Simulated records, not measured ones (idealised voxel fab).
Proc. module: voxel capacitor over wiring
Cross-section cut spans 265 nm and uses square cells 5 nm in size.
We lay out every cross-section as a grid of square cells and spell it out in bands from the top down, where one band means one or more rows of cells.
Each band's line starts with the height of the band's top and of its bottom, in nm. Then come its materials from left to right, each with its width in nm. One material with "everywhere" fills the band from edge to edge. "blank" is empty space.
Heights from 0 (as-received wafer is one material below). Bottom band endless downward, as "0..down".
Width "30 to 40": first value at the band's top row of cells, second value at its bottom row, equal change from row to row.
You'll sometimes find "all unchanged" written for a step, and that's the way of saying that nowhere in the cross-section did a cell change during that step.
For the entry "Cavities, closed", the listed items are empty spaces with no open way to the top whose size is 8 cells or more; each item follows the pattern width x height at distance, where distance is from the left edge and all three are in nm.
Note: text after step settings on the step line = simulator remark on that step.
A step's line can hold "overlay nm"; with a mask on that step, the setting says how far right of the planned place the mask lay, while a negative setting says it lay to the left.
SET OUT BELOW ARE THE PLANNED STEPS OF THE PROCESS
| 1 | op RECEIVE | material Si |
| 2 | op CONFORMAL_DEP | material SiO2 | thk nm 10 |
| 3 | op DIRECTIONAL_DEP | material TiN | thk nm 5 |
| 4 | op DIRECTIONAL_DEP | material Ru | thk nm 15 |
| 5 | op MASKED_ETCH | tone cover | mask id METAL_1 | width nm 20 | pitch nm 70 | etch materials Ru | depth nm 15 | overlay nm 0 |
| 6 | op MASKED_ETCH | tone cover | mask id METAL_1 | width nm 20 | pitch nm 70 | etch materials TiN | depth nm 5 | overlay nm 0 |
| 7 | op CONFORMAL_DEP | material SiCN | thk nm 5 |
| 8 | op FILL_DEP | material lowk | thk nm 10 |
| 9 | op CMP | height nm 30 |
| 10 | op CONFORMAL_DEP | material SiCN | thk nm 5 |
| 11 | op DIRECTIONAL_DEP | material lowk | thk nm 20 |
| 12 | op PATTERN | tone open | mask id PLUG_1 | material resist | width nm 15 | thk nm 15 | overlay nm 0 |
| 13 | op DIRECTIONAL_ETCH | etch materials lowk | depth nm 20 |
| 14 | op DIRECTIONAL_ETCH | etch materials SiCN | depth nm 5 |
| 15 | op STRIP | etch materials resist |
| 16 | op CONFORMAL_DEP | material TiN | thk nm 5 |
| 17 | op FILL_DEP | material Cu | thk nm 10 |
| 18 | op CMP | height nm 55 |
| 19 | op DIRECTIONAL_DEP | material TiN | thk nm 5 |
| 20 | op DIRECTIONAL_DEP | material HfO2 | thk nm 5 |
| 21 | op DIRECTIONAL_DEP | material TiN | thk nm 5 |
| 22 | op PATTERN | tone cover | mask id UPPER_PLATE | material resist | width nm 55 | thk nm 20 | overlay nm 0 |
| 23 | op DIRECTIONAL_ETCH | etch materials TiN | depth nm 5 |
| 24 | op DIRECTIONAL_ETCH | etch materials HfO2 | depth nm 5 |
| 25 | op STRIP | etch materials resist |
| 26 | op MASKED_ETCH | tone cover | mask id LOWER_PLATE | width nm 65 | etch materials TiN | depth nm 5 | overlay nm -15 |
| 27 | op FILL_DEP | material SiO2 | thk nm 15 |
| 28 | op CMP | height nm 80 |
| 29 | op PATTERN | tone open | mask id PLUG_2 | material resist | width nm 15 | thk nm 20 | overlay nm 0 |
| 30 | op DIRECTIONAL_ETCH | etch materials SiO2 | depth nm 10 |
| 31 | op STRIP | etch materials resist |
| 32 | op CONFORMAL_DEP | material TiN | thk nm 5 |
| 33 | op FILL_DEP | material Cu | thk nm 10 |
| 34 | op CMP | height nm 80 |
| 35 | op CONFORMAL_DEP | material SiN | thk nm 5 |
Among the wafers covered here, the point of difference is the overlay nm at step 26; their starting state is shared, and the plan presents the value of the first wafer.
THE AS-RECEIVED CROSS-SECTION OF THE FIRST OF SEVERAL WAFERS CORRESPONDS TO THE STATE AFTER STEP 1
- 0..down = Si everywhere
- Cavities, closed: none
FIRST OF SEVERAL WAFERS: CROSS-SECTION AT THE END OF THE MODULE, AFTER STEP 35, ITS LAST STEP
- 85..80 = SiN everywhere
- 80..75 = SiO2 (100), TiN (5), Cu (5), TiN (5), SiO2 (150)
- 75..65 = SiO2 (100 to 90), TiN (15 to 45), SiO2 (150 to 130)
- 65..60 = SiO2 (90), HfO2 (55), SiO2 (120)
- 60..55 = SiO2 (70), TiN (75), SiO2 (120)
- 55..35 = lowk (90), TiN (5), Cu (5), TiN (5), lowk (160)
- 35..30 = SiCN (90), TiN (15), SiCN (160)
- 30..15 = lowk (80), SiCN (5), Ru (20), SiCN (5), lowk (40), SiCN (5), Ru (20), SiCN (5), lowk (85)
- 15..10 = SiCN (85), TiN (20), SiCN (50), TiN (20), SiCN (90)
- 10..0 = SiO2 everywhere
- 0..down = Si everywhere
- Cavities, closed: none
OF THE SEVERAL WAFERS, THE LAST: CROSS-SECTION AT THE END OF THE MODULE
- 85..80 = SiN everywhere
- 80..75 = SiO2 (100), TiN (5), Cu (5), TiN (5), SiO2 (150)
- 75..65 = SiO2 (100), TiN (15 to 45), SiO2 (150 to 120)
- 65..60 = SiO2 (90), HfO2 (55), SiO2 (120)
- 60..55 = SiO2 (90), TiN (75), SiO2 (100)
- 55..35 = lowk (90), TiN (5), Cu (5), TiN (5), lowk (160)
- 35..30 = SiCN (90), TiN (15), SiCN (160)
- 30..15 = lowk (80), SiCN (5), Ru (20), SiCN (5), lowk (40), SiCN (5), Ru (20), SiCN (5), lowk (85)
- 15..10 = SiCN (85), TiN (20), SiCN (50), TiN (20), SiCN (90)
- 10..0 = SiO2 everywhere
- 0..down = Si everywhere
- Cavities, closed: none
WAFER ROWS, END OF MODULE: CELLS PER MATERIAL GAINED (+) OR LOST (-) SINCE RECEIPT; CLOSED VOIDS LAST
overlay nm -15; +5 Cu; +11 HfO2; +24 Ru; +107 SiCN; +53 SiN; +330 SiO2; +48 TiN; +323 lowk; Cavities, closed: none
overlay nm -10; +5 Cu; +11 HfO2; +24 Ru; +107 SiCN; +53 SiN; +330 SiO2; +48 TiN; +323 lowk; Cavities, closed: none
overlay nm -5; +5 Cu; +11 HfO2; +24 Ru; +107 SiCN; +53 SiN; +330 SiO2; +48 TiN; +323 lowk; Cavities, closed: none
overlay nm 0; +5 Cu; +11 HfO2; +24 Ru; +107 SiCN; +53 SiN; +330 SiO2; +48 TiN; +323 lowk; Cavities, closed: none
overlay nm 5; +5 Cu; +11 HfO2; +24 Ru; +107 SiCN; +53 SiN; +330 SiO2; +48 TiN; +323 lowk; Cavities, closed: none
overlay nm 10; +5 Cu; +11 HfO2; +24 Ru; +107 SiCN; +53 SiN; +330 SiO2; +48 TiN; +323 lowk; Cavities, closed: none
overlay nm 15; +5 Cu; +11 HfO2; +24 Ru; +107 SiCN; +53 SiN; +330 SiO2; +48 TiN; +323 lowk; Cavities, closed: none
